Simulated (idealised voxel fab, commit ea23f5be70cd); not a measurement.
Process module under the name voxel released beams
This is section cut - it's 250 nm across, gridded in 5 nm square cells.
Cross-section layout: square cells on a grid; listed as bands, top to bottom; a band spans one or more cell rows.
The entry gives the band's vertical extent as a top height and a bottom height in nm, then its horizontal make-up as materials from left to right, each with a width in nm. "empty" stands for empty space; a single material marked "all across" fills the band edge to edge.
Measure heights from 0. That's the level where, below it, the as-received wafer is all one material. The lowest band is bottomless and extends downward; write it as in "0..down".
Per-row width for "30 to 40": begins at first number (top row of band), ends at second number (bottom row), increment between rows held constant.
"nothing different" (step): cross-section cells unchanged, all of them.
Any empty space of 8 cells or more lacking an open way to the top shows up in "Trapped void list" as width x height at distance, distance from the left edge, in nm.
Read whatever lies past the settings on a step's line as the simulator's own remark about the step.
Each step line may optionally specify "overlay nm", which for a step with a mask gives the rightward distance between the mask's planned place and where it lay, a negative value indicating the leftward direction.
The planned process steps are enumerated hereunder
1) op RECEIVE | material Si
2) op CONFORMAL_DEP | material Al2O3 | thk nm 10
3) op DIRECTIONAL_DEP | material SiO2 | thk nm 15
4) op MASKED_ETCH | tone open | mask id ANCHOR | width nm 25 | etch materials SiO2 | depth nm 15 | overlay nm 0
5) op CONFORMAL_DEP | material W | thk nm 10
6) op DIRECTIONAL_DEP | material aC | thk nm 15
7) op PATTERN | tone cover | mask id BEAM | material resist | width nm 100 | thk nm 30 | overlay nm 0
8) op DIRECTIONAL_ETCH | etch materials aC | depth nm 15
9) op STRIP | etch materials resist
10) op DIRECTIONAL_ETCH | etch materials W | depth nm 10
11) op STRIP | etch materials aC
12) op STRIP | etch materials SiO2
For clarity, it should be stated that the wafers under discussion commence in an identical condition and differ with respect to the width nm of step 7, the plan indicating the value that the first wafer had.
Cross-sectional view of the first of several wafers in the as-received condition, corresponding to the state following step 1
  0..down | Si all across
  Trapped void list: none
first wafer at the end, after step 12
  35..25 | empty (70), then W (10), then empty (5), then W (85), then empty (80)
  25..20 | empty (70), then W (10), then empty (5), then W (10), then empty (155)
  20..10 | empty (70), then W (25), then empty (155)
  10..0 | Al2O3 all across
  0..down | Si all across
  Trapped void list: none
Cross-sectional view, end of module, last wafer of several
  35..25 | empty (60), then W (20), then empty (5), then W (100), then empty (65)
  25..20 | empty (70), then W (10), then empty (5), then W (10), then empty (155)
  20..10 | empty (70), then W (25), then empty (155)
  10..0 | Al2O3 all across
  0..down | Si all across
  Trapped void list: none
What follows is a table in which each wafer occupies a row; for the wafer as it stands at the close of the module, the row states, material by material, how many cells have been gained (+) or lost (-) since receipt, and then gives its closed voids
width nm 100, +100 Al2O3, +52 W, Trapped void list: none
width nm 105, +100 Al2O3, +54 W, Trapped void list: none
width nm 110, +100 Al2O3, +56 W, Trapped void list: none
width nm 115, +100 Al2O3, +58 W, Trapped void list: none
width nm 120, +100 Al2O3, +60 W, Trapped void list: none
width nm 125, +100 Al2O3, +62 W, Trapped void list: none
